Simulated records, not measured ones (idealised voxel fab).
process module | voxel wiring stack
cross-section cut | 205 nm wide | cells 5 nm
A cross-section is a grid of square cells, given in bands from the top down. A band is one or more rows of cells.
Each band's line starts with the height of the band's top and of its bottom, in nm. Then come its materials from left to right, each with its width in nm. One material with "throughout" fills the band from edge to edge. "air" is empty space.
Height 0 is the level under which the wafer as received is all one material. The lowest band goes on downwards, as in "0 down".
A width such as "30 to 40" changes by the same amount from each row of cells to the next, from the band's top row to its bottom row.
"no change" after a step means that no cell of the cross-section changed.
closed voids: empty space of 8 cells or more with no open way to the top, each as width x height at its distance from the left edge, in nm
after a step's settings: what the simulator itself notes on the step
overlay nm, on a step with a mask: how far to the right of its planned place the mask lay; to the left if negative
plan
1 op RECEIVE | material Si
2 op CONFORMAL_DEP | material SiO2 | thk nm 10
3 op DIRECTIONAL_DEP | material TiN | thk nm 5
4 op DIRECTIONAL_DEP | material W | thk nm 20
5 op DIRECTIONAL_DEP | material aC | thk nm 15
6 op PATTERN | tone cover | mask id METAL_1 | material resist | width nm 30 | pitch nm 50 | thk nm 35 | overlay nm 0
7 op DIRECTIONAL_ETCH | etch materials aC | depth nm 15
8 op STRIP | etch materials resist
9 op DIRECTIONAL_ETCH | etch materials W | depth nm 20
10 op DIRECTIONAL_ETCH | etch materials TiN | depth nm 5
11 op STRIP | etch materials aC
12 op FILL_DEP | material lowk | thk nm 5
13 op CMP | height nm 35
14 op CONFORMAL_DEP | material SiCN | thk nm 5
15 op DIRECTIONAL_DEP | material lowk | thk nm 25
16 op MASKED_ETCH | tone open | mask id METAL_2_HOLES | width nm 15 | pitch nm 50 | etch materials lowk | depth nm 25 | overlay nm 0
17 op MASKED_ETCH | tone open | mask id METAL_2 | width nm 30 | pitch nm 50 | etch materials lowk | depth nm 15 | overlay nm 0
18 op MASKED_ETCH | tone open | mask id METAL_2 | width nm 30 | pitch nm 50 | etch materials SiCN | depth nm 5 | overlay nm 0
19 op CONFORMAL_DEP | material TiN | thk nm 5
20 op FILL_DEP | material Cu | thk nm 5
21 op CMP | height nm 65
22 op CONFORMAL_DEP | material SiN | thk nm 5
first wafer, as planned
as received, after step 1
  0 down: Si throughout
  closed voids: none
after step 2
  10 to 0: SiO2 throughout
  below 0: unchanged
after step 3
  15 to 10: TiN throughout
  below 10: unchanged
after step 4
  35 to 15: W throughout
  below 15: unchanged
after step 5
  50 to 35: aC throughout
  below 35: unchanged
after step 6
  85 to 50: air 60 | resist 30 | air 20 | resist 30 | air 65
  below 50: unchanged
after step 7
  70 to 50: air 60 | resist 30 | air 20 | resist 30 | air 65
  50 to 35: air 60 | aC 30 | air 20 | aC 30 | air 65
  below 35: unchanged
after step 8
  50 to 35: air 60 | aC 30 | air 20 | aC 30 | air 65
  below 35: unchanged
after step 9
  50 to 35: air 60 | aC 30 | air 20 | aC 30 | air 65
  35 to 15: air 60 | W 30 | air 20 | W 30 | air 65
  below 15: unchanged
after step 10
  50 to 35: air 60 | aC 30 | air 20 | aC 30 | air 65
  35 to 15: air 60 | W 30 | air 20 | W 30 | air 65
  15 to 10: air 60 | TiN 30 | air 20 | TiN 30 | air 65
  below 10: unchanged
after step 11
  35 to 15: air 60 | W 30 | air 20 | W 30 | air 65
  below 15: unchanged
after step 12
  40 to 35: lowk throughout
  35 to 15: lowk 60 | W 30 | lowk 20 | W 30 | lowk 65
  15 to 10: lowk 60 | TiN 30 | lowk 20 | TiN 30 | lowk 65
  below 10: unchanged
after step 13
  35 to 15: lowk 60 | W 30 | lowk 20 | W 30 | lowk 65
  below 15: unchanged
after step 14
  40 to 35: SiCN throughout
  below 35: unchanged
after step 15
  65 to 40: lowk throughout
  below 40: unchanged
after step 16
  65 to 40: lowk 60 | air 15 | lowk 35 | air 15 | lowk 80
  below 40: unchanged
after step 17
  65 to 50: lowk 60 | air 30 | lowk 20 | air 30 | lowk 65
  below 50: unchanged
after step 18
  65 to 50: lowk 60 | air 30 | lowk 20 | air 30 | lowk 65
  50 to 40: lowk 60 | air 15 | lowk 35 | air 15 | lowk 80
  40 to 35: SiCN 60 | air 15 | SiCN 35 | air 15 | SiCN 80
  below 35: unchanged
after step 19
  70 to 65: TiN 65 | air 20 | TiN 30 | air 20 | TiN 70
  65 to 55: lowk 60 | TiN 5 | air 20 | TiN 5 | lowk 20 | TiN 5 | air 20 | TiN 5 | lowk 65
  55 to 50: lowk 60 | TiN 5 | air 5 | TiN 20 | lowk 20 | TiN 5 | air 5 | TiN 20 | lowk 65
  50 to 40: lowk 60 | TiN 5 | air 5 | TiN 5 | lowk 35 | TiN 5 | air 5 | TiN 5 | lowk 80
  40 to 35: SiCN 60 | TiN 15 | SiCN 35 | TiN 15 | SiCN 80
  below 35: unchanged
after step 20
  75 to 70: Cu throughout
  70 to 65: TiN 65 | Cu 20 | TiN 30 | Cu 20 | TiN 70
  65 to 55: lowk 60 | TiN 5 | Cu 20 | TiN 5 | lowk 20 | TiN 5 | Cu 20 | TiN 5 | lowk 65
  55 to 50: lowk 60 | TiN 5 | Cu 5 | TiN 20 | lowk 20 | TiN 5 | Cu 5 | TiN 20 | lowk 65
  50 to 40: lowk 60 | TiN 5 | Cu 5 | TiN 5 | lowk 35 | TiN 5 | Cu 5 | TiN 5 | lowk 80
  below 40: unchanged
after step 21
  65 to 55: lowk 60 | TiN 5 | Cu 20 | TiN 5 | lowk 20 | TiN 5 | Cu 20 | TiN 5 | lowk 65
  below 55: unchanged
after step 22
  70 to 65: SiN throughout
  below 65: unchanged
second wafer: like start, like plan, one mistake. Through step 16 it matches the first wafer
when step 17 should have ended
  65 to 50: air 75 | lowk 15 | air 35 | lowk 15 | air 65
  below 50: unchanged
when step 18 should have ended
  65 to 50: air 75 | lowk 15 | air 35 | lowk 15 | air 65
  50 to 40: lowk 60 | air 15 | lowk 35 | air 15 | lowk 80
  40 to 35: SiCN 60 | air 15 | SiCN 35 | air 15 | SiCN 80
  below 35: unchanged
when step 19 should have ended
  70 to 65: air 70 | TiN 25 | air 25 | TiN 25 | air 60
  65 to 55: air 70 | TiN 5 | lowk 15 | TiN 5 | air 25 | TiN 5 | lowk 15 | TiN 5 | air 60
  55 to 50: TiN 65 | air 5 | TiN 5 | lowk 15 | TiN 25 | air 5 | TiN 5 | lowk 15 | TiN 65
  50 to 40: lowk 60 | TiN 5 | air 5 | TiN 5 | lowk 35 | TiN 5 | air 5 | TiN 5 | lowk 80
  40 to 35: SiCN 60 | TiN 15 | SiCN 35 | TiN 15 | SiCN 80
  below 35: unchanged
when step 20 should have ended
  75 to 70: Cu throughout
  70 to 65: Cu 70 | TiN 25 | Cu 25 | TiN 25 | Cu 60
  65 to 55: Cu 70 | TiN 5 | lowk 15 | TiN 5 | Cu 25 | TiN 5 | lowk 15 | TiN 5 | Cu 60
  55 to 50: TiN 65 | Cu 5 | TiN 5 | lowk 15 | TiN 25 | Cu 5 | TiN 5 | lowk 15 | TiN 65
  50 to 40: lowk 60 | TiN 5 | Cu 5 | TiN 5 | lowk 35 | TiN 5 | Cu 5 | TiN 5 | lowk 80
  below 40: unchanged
when step 21 should have ended
  65 to 55: Cu 70 | TiN 5 | lowk 15 | TiN 5 | Cu 25 | TiN 5 | lowk 15 | TiN 5 | Cu 60
  below 55: unchanged
when step 22 should have ended
  70 to 65: SiN throughout
  below 65: unchanged
what went wrong: step 17 ran as: op MASKED_ETCH | tone cover | mask id METAL_2 | width nm 30 | pitch nm 50 | etch materials lowk | depth nm 15 | overlay nm 0
at the end the second wafer has, in cells: 46 more of Cu | 23 more of TiN | 69 fewer of lowk
